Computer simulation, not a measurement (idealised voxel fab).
process module | voxel self aligned vias
cross-section cut | 300 nm wide | cells 5 nm
A cross-section is a grid of square cells, given in bands from the top down. A band is one or more rows of cells.
Each band's line starts with the height of the band's top and of its bottom, in nm. Then come its materials from left to right, each with its width in nm. One material with "throughout" fills the band from edge to edge. "air" is empty space.
Height 0 is the level under which the wafer as received is all one material. The lowest band goes on downwards, as in "0 down".
A width such as "30 to 40" changes by the same amount from each row of cells to the next, from the band's top row to its bottom row.
"no change" after a step means that no cell of the cross-section changed.
closed voids: empty space of 8 cells or more with no open way to the top, each as width x height at its distance from the left edge, in nm
after a step's settings: what the simulator itself notes on the step
overlay nm, on a step with a mask: how far to the right of its planned place the mask lay; to the left if negative
plan
1 op RECEIVE | material Si
2 op CONFORMAL_DEP | material SiO2 | thk nm 10
3 op CONFORMAL_DEP | material SiCN | thk nm 5
4 op DIRECTIONAL_DEP | material lowk | thk nm 30
5 op MASKED_ETCH | tone open | mask id LINES | width nm 20 | pitch nm 70 | etch materials lowk | depth nm 30 | overlay nm 0
6 op CONFORMAL_DEP | material TiN | thk nm 5
7 op FILL_DEP | material Ru | thk nm 10
8 op CMP | height nm 45
9 op SELECTIVE_ETCH | etch materials W Ru TiN | depth nm 10
10 op FILL_DEP | material SiN | thk nm 5
11 op CMP | height nm 45
12 op DIRECTIONAL_DEP | material lowk | thk nm 20
13 op DIRECTIONAL_DEP | material aC | thk nm 15
14 op PATTERN | tone open | mask id VIAS | material resist | width nm 40 | pitch nm 140 | thk nm 30 | overlay nm 0
15 op DIRECTIONAL_ETCH | etch materials aC | depth nm 15
16 op STRIP | etch materials resist
17 op DIRECTIONAL_ETCH | etch materials lowk | depth nm 20
18 op DIRECTIONAL_ETCH | etch materials SiN | depth nm 10
19 op STRIP | etch materials aC
20 op CONFORMAL_DEP | material TiN | thk nm 5
21 op FILL_DEP | material Cu | thk nm 5
22 op CMP | height nm 65
23 op CONFORMAL_DEP | material SiCN | thk nm 5
first wafer, as planned
as received, after step 1
  0 down: Si throughout
  closed voids: none
after step 2
  10 to 0: SiO2 throughout
  below 0: unchanged
after step 3
  15 to 10: SiCN throughout
  below 10: unchanged
after step 4
  45 to 15: lowk throughout
  below 15: unchanged
after step 5
  45 to 15: lowk 70 | air 20 | lowk 50 | air 20 | lowk 50 | air 20 | lowk 70
  below 15: unchanged
after step 6
  50 to 45: TiN 75 | air 10 | TiN 60 | air 10 | TiN 60 | air 10 | TiN 75
  45 to 20: lowk 70 | TiN 5 | air 10 | TiN 5 | lowk 50 | TiN 5 | air 10 | TiN 5 | lowk 50 | TiN 5 | air 10 | TiN 5 | lowk 70
  20 to 15: lowk 70 | TiN 20 | lowk 50 | TiN 20 | lowk 50 | TiN 20 | lowk 70
  below 15: unchanged
after step 7
  60 to 50: Ru throughout
  50 to 45: TiN 75 | Ru 10 | TiN 60 | Ru 10 | TiN 60 | Ru 10 | TiN 75
  45 to 20: lowk 70 | TiN 5 | Ru 10 | TiN 5 | lowk 50 | TiN 5 | Ru 10 | TiN 5 | lowk 50 | TiN 5 | Ru 10 | TiN 5 | lowk 70
  below 20: unchanged
after step 8
  45 to 20: lowk 70 | TiN 5 | Ru 10 | TiN 5 | lowk 50 | TiN 5 | Ru 10 | TiN 5 | lowk 50 | TiN 5 | Ru 10 | TiN 5 | lowk 70
  below 20: unchanged
after step 9
  45 to 35: lowk 70 | air 20 | lowk 50 | air 20 | lowk 50 | air 20 | lowk 70
  below 35: unchanged
after step 10
  50 to 45: SiN throughout
  45 to 35: lowk 70 | SiN 20 | lowk 50 | SiN 20 | lowk 50 | SiN 20 | lowk 70
  below 35: unchanged
after step 11
  45 to 35: lowk 70 | SiN 20 | lowk 50 | SiN 20 | lowk 50 | SiN 20 | lowk 70
  below 35: unchanged
after step 12
  65 to 45: lowk throughout
  below 45: unchanged
after step 13
  80 to 65: aC throughout
  below 65: unchanged
after step 14
  110 to 80: resist 60 | air 40 | resist 100 | air 40 | resist 60
  below 80: unchanged
after step 15
  95 to 80: resist 60 | air 40 | resist 100 | air 40 | resist 60
  80 to 65: aC 60 | air 40 | aC 100 | air 40 | aC 60
  below 65: unchanged
after step 16
  80 to 65: aC 60 | air 40 | aC 100 | air 40 | aC 60
  below 65: unchanged
after step 17
  80 to 65: aC 60 | air 40 | aC 100 | air 40 | aC 60
  65 to 45: lowk 60 | air 40 | lowk 100 | air 40 | lowk 60
  below 45: unchanged
after step 18
  80 to 65: aC 60 | air 40 | aC 100 | air 40 | aC 60
  65 to 45: lowk 60 | air 40 | lowk 100 | air 40 | lowk 60
  45 to 35: lowk 70 | air 20 | lowk 50 | SiN 20 | lowk 50 | air 20 | lowk 70
  below 35: unchanged
after step 19
  65 to 45: lowk 60 | air 40 | lowk 100 | air 40 | lowk 60
  below 45: unchanged
after step 20
  70 to 65: TiN 65 | air 30 | TiN 110 | air 30 | TiN 65
  65 to 50: lowk 60 | TiN 5 | air 30 | TiN 5 | lowk 100 | TiN 5 | air 30 | TiN 5 | lowk 60
  50 to 45: lowk 60 | TiN 15 | air 10 | TiN 15 | lowk 100 | TiN 15 | air 10 | TiN 15 | lowk 60
  45 to 40: lowk 70 | TiN 5 | air 10 | TiN 5 | lowk 50 | SiN 20 | lowk 50 | TiN 5 | air 10 | TiN 5 | lowk 70
  40 to 35: lowk 70 | TiN 20 | lowk 50 | SiN 20 | lowk 50 | TiN 20 | lowk 70
  below 35: unchanged
after step 21
  75 to 70: Cu throughout
  70 to 65: TiN 65 | Cu 30 | TiN 110 | Cu 30 | TiN 65
  65 to 50: lowk 60 | TiN 5 | Cu 30 | TiN 5 | lowk 100 | TiN 5 | Cu 30 | TiN 5 | lowk 60
  50 to 45: lowk 60 | TiN 15 | Cu 10 | TiN 15 | lowk 100 | TiN 15 | Cu 10 | TiN 15 | lowk 60
  45 to 40: lowk 70 | TiN 5 | Cu 10 | TiN 5 | lowk 50 | SiN 20 | lowk 50 | TiN 5 | Cu 10 | TiN 5 | lowk 70
  below 40: unchanged
after step 22
  65 to 50: lowk 60 | TiN 5 | Cu 30 | TiN 5 | lowk 100 | TiN 5 | Cu 30 | TiN 5 | lowk 60
  below 50: unchanged
after step 23
  70 to 65: SiCN throughout
  below 65: unchanged
second wafer: like start, like plan, one mistake. Through step 2 it matches the first wafer
when step 3 should have ended
  40 to 10: lowk throughout
  below 10: unchanged
when step 4 should have ended
  45 to 40: SiCN throughout
  below 40: unchanged
when step 5 should have ended: no change
when step 6 should have ended
  50 to 45: TiN throughout
  below 45: unchanged
when step 7 should have ended
  60 to 50: Ru throughout
  below 50: unchanged
when step 8 should have ended
  45 to 40: SiCN throughout
  below 40: unchanged
when step 9 should have ended: no change
when step 10 should have ended
  50 to 45: SiN throughout
  below 45: unchanged
when step 11 should have ended
  45 to 40: SiCN throughout
  below 40: unchanged
when step 12 should have ended
  65 to 45: lowk throughout
  below 45: unchanged
when step 13 should have ended
  80 to 65: aC throughout
  below 65: unchanged
when step 14 should have ended
  110 to 80: resist 60 | air 40 | resist 100 | air 40 | resist 60
  below 80: unchanged
when step 15 should have ended
  95 to 80: resist 60 | air 40 | resist 100 | air 40 | resist 60
  80 to 65: aC 60 | air 40 | aC 100 | air 40 | aC 60
  below 65: unchanged
when step 16 should have ended
  80 to 65: aC 60 | air 40 | aC 100 | air 40 | aC 60
  below 65: unchanged
when step 17 should have ended
  80 to 65: aC 60 | air 40 | aC 100 | air 40 | aC 60
  65 to 45: lowk 60 | air 40 | lowk 100 | air 40 | lowk 60
  below 45: unchanged
when step 18 should have ended: no change
when step 19 should have ended
  65 to 45: lowk 60 | air 40 | lowk 100 | air 40 | lowk 60
  below 45: unchanged
when step 20 should have ended
  70 to 65: TiN 65 | air 30 | TiN 110 | air 30 | TiN 65
  65 to 50: lowk 60 | TiN 5 | air 30 | TiN 5 | lowk 100 | TiN 5 | air 30 | TiN 5 | lowk 60
  50 to 45: lowk 60 | TiN 40 | lowk 100 | TiN 40 | lowk 60
  below 45: unchanged
when step 21 should have ended
  75 to 70: Cu throughout
  70 to 65: TiN 65 | Cu 30 | TiN 110 | Cu 30 | TiN 65
  65 to 50: lowk 60 | TiN 5 | Cu 30 | TiN 5 | lowk 100 | TiN 5 | Cu 30 | TiN 5 | lowk 60
  below 50: unchanged
when step 22 should have ended
  65 to 50: lowk 60 | TiN 5 | Cu 30 | TiN 5 | lowk 100 | TiN 5 | Cu 30 | TiN 5 | lowk 60
  below 50: unchanged
when step 23 should have ended
  70 to 65: SiCN throughout
  below 65: unchanged
what went wrong: steps 3 and 4 were swapped
at the end the second wafer has, in cells: 8 fewer of Cu | 18 fewer of Ru | 8 fewer of SiN | 38 fewer of TiN | 72 more of lowk
